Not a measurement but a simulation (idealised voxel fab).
This is a process module. Its name is voxel gate over fins.
Displayed cross-section: cut, width of 205 nm, square cells sized 5 nm.
Format of a cross-section: grid, square cells. Given as bands. Order: top down. Band: one or more rows of cells.
A band entry consists of two parts. The first gives the height of the band's top and the height of its bottom, in nm. The rest lists the band's materials from left to right, each with its width in nm. A single material labelled with the word "everywhere" fills the band from edge to edge, and the word "air" marks empty space.
Height 0 is the level under which the wafer as received is all one material. The lowest band goes on downwards, as in "0 nm and below".
A two-number width, for instance "30 to 40", indicates that the width is equal to the first number in the top row of the band and to the second number in the bottom row, and that it changes by a constant amount per row of cells.
When a step is marked "same as before", none of the cells in the cross-section changed during that step.
In "Voids, enclosed" the enclosed voids are listed, meaning empty spaces of 8 cells or larger without any opening to the top. The form is width x height at distance, distance from the left edge, units nm.
On a step's line, text after the settings is the simulator commenting on that step.
When a step includes a mask, the "overlay nm" setting on its line states how far to the right of its planned place that mask lay, and negative values state how far to the left.
This section lists the process steps that were planned
1: RECEIVE (material Si)
2: CONFORMAL_DEP (material SiN; thk nm 5)
3: DIRECTIONAL_DEP (material aC; thk nm 15)
4: PATTERN (tone cover; mask id FINS; material resist; width nm 15; pitch nm 45; thk nm 30; overlay nm 0)
5: DIRECTIONAL_ETCH (etch materials aC; depth nm 15)
6: STRIP (etch materials resist)
7: DIRECTIONAL_ETCH (etch materials SiN; depth nm 5)
8: DIRECTIONAL_ETCH (etch materials Si; depth nm 40)
9: STRIP (etch materials aC)
10: FILL_DEP (material SiO2; thk nm 5)
11: CMP (height nm 5)
12: SELECTIVE_ETCH (etch materials SiO2; depth nm 20)
13: STRIP (etch materials SiN)
14: CONFORMAL_DEP (material HfO2; thk nm 5)
15: CONFORMAL_DEP (material TiN; thk nm 5)
16: FILL_DEP (material W; thk nm 15)
17: CMP (height nm 20)
18: CONFORMAL_DEP (material SiCN; thk nm 10)
The plan shows the width nm of step 4 as the first wafer had it; this setting differs between the wafers, which start out alike.
First of several wafers, received after step 1, in cross-section
  0 nm and below | Si everywhere
  Voids, enclosed: none
So in this table every wafer gets its own row, and what you see is where it stands at the end of the module: for each material, how many cells it picked up (+) or gave up (-) since we received it, and after that its closed voids
width nm 15, +65 HfO2, -232 Si, +82 SiCN, +145 SiO2, +65 TiN, +121 W, Voids, enclosed: none
width nm 20, +65 HfO2, -200 Si, +82 SiCN, +125 SiO2, +65 TiN, +109 W, Voids, enclosed: none
width nm 25, +65 HfO2, -168 Si, +82 SiCN, +105 SiO2, +65 TiN, +97 W, Voids, enclosed: none
width nm 30, +65 HfO2, -136 Si, +82 SiCN, +85 SiO2, +56 TiN, +94 W, Voids, enclosed: none
